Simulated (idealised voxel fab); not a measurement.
Process module under the name voxel tone inversion
Shown is cross-section cut, with a width of 240 nm and square cells of size 5 nm.
A cross-section is written here as square cells arranged in a grid, and it is given in bands from the top down, each band taking up one or more rows of cells.
Top, bottom (nm), then materials left to right with widths (nm); lone material tagged "everywhere" fills the whole band edge to edge; "empty" = empty space.
Below 0: as-received wafer, all one material; heights counted from there. Lowest band: no bottom, goes on down, written "z 0 and below".
Top row gets the first number, bottom row gets the second, and each row in between changes by the same step: that is how a band width like "30 to 40" works.
It should be understood that the words "changes: none", when stated for a given step, signify that the cross-section underwent no change in any of its cells during that step.
You'll see "Closed-off voids" listing empty spaces that have no way open to the top, as long as they're 8 cells or more; the notation is width x height at distance, where the distance is from the left edge, and all of it is in nm.
What comes after the settings on a step's line is commentary from the simulator itself on that step.
A step line may carry the setting "overlay nm", which, for steps involving a mask, states the distance by which the mask lay to the right of its intended position; negative values denote displacement to the left.

**Steps in the process plan**
1 RECEIVE, material Si
2 CONFORMAL_DEP, material SiCN, thk nm 10
3 DIRECTIONAL_DEP, material aC, thk nm 20
4 PATTERN, tone cover, mask id POSTS, material resist, width nm 20, pitch nm 45, thk nm 25, overlay nm 0
5 DIRECTIONAL_ETCH, etch materials aC, depth nm 20
6 STRIP, etch materials resist
7 FILL_DEP, material SiO2, thk nm 10
8 CMP, height nm 30
9 STRIP, etch materials aC
10 CONFORMAL_DEP, material TiN, thk nm 5
11 FILL_DEP, material Cu, thk nm 10
12 CMP, height nm 30
13 CONFORMAL_DEP, material SiCN, thk nm 5

**Incoming wafer, cross-sectional view, post step 1**
z 0 and below | Si everywhere
Closed-off voids: none

**The module was run from the start shown above using the plan shown above, but one mistake was made doing it; the resulting wafer cross-section is below**
z 35 to 30 | SiCN everywhere
z 30 to 15 | 85 SiO2, 5 TiN, 15 Cu, 5 TiN, 20 SiO2, 5 TiN, 15 Cu, 5 TiN, 85 SiO2
z 15 to 10 | 85 SiO2, 25 TiN, 20 SiO2, 25 TiN, 85 SiO2
z 10 to 0 | SiCN everywhere
z 0 and below | Si everywhere
Closed-off voids: none
Short version of what went wrong: for step 4, the planned setting was not used; the step was instead run as PATTERN, tone cover, mask id POSTS, material resist, width nm 25, pitch nm 45, thk nm 25, overlay nm 0
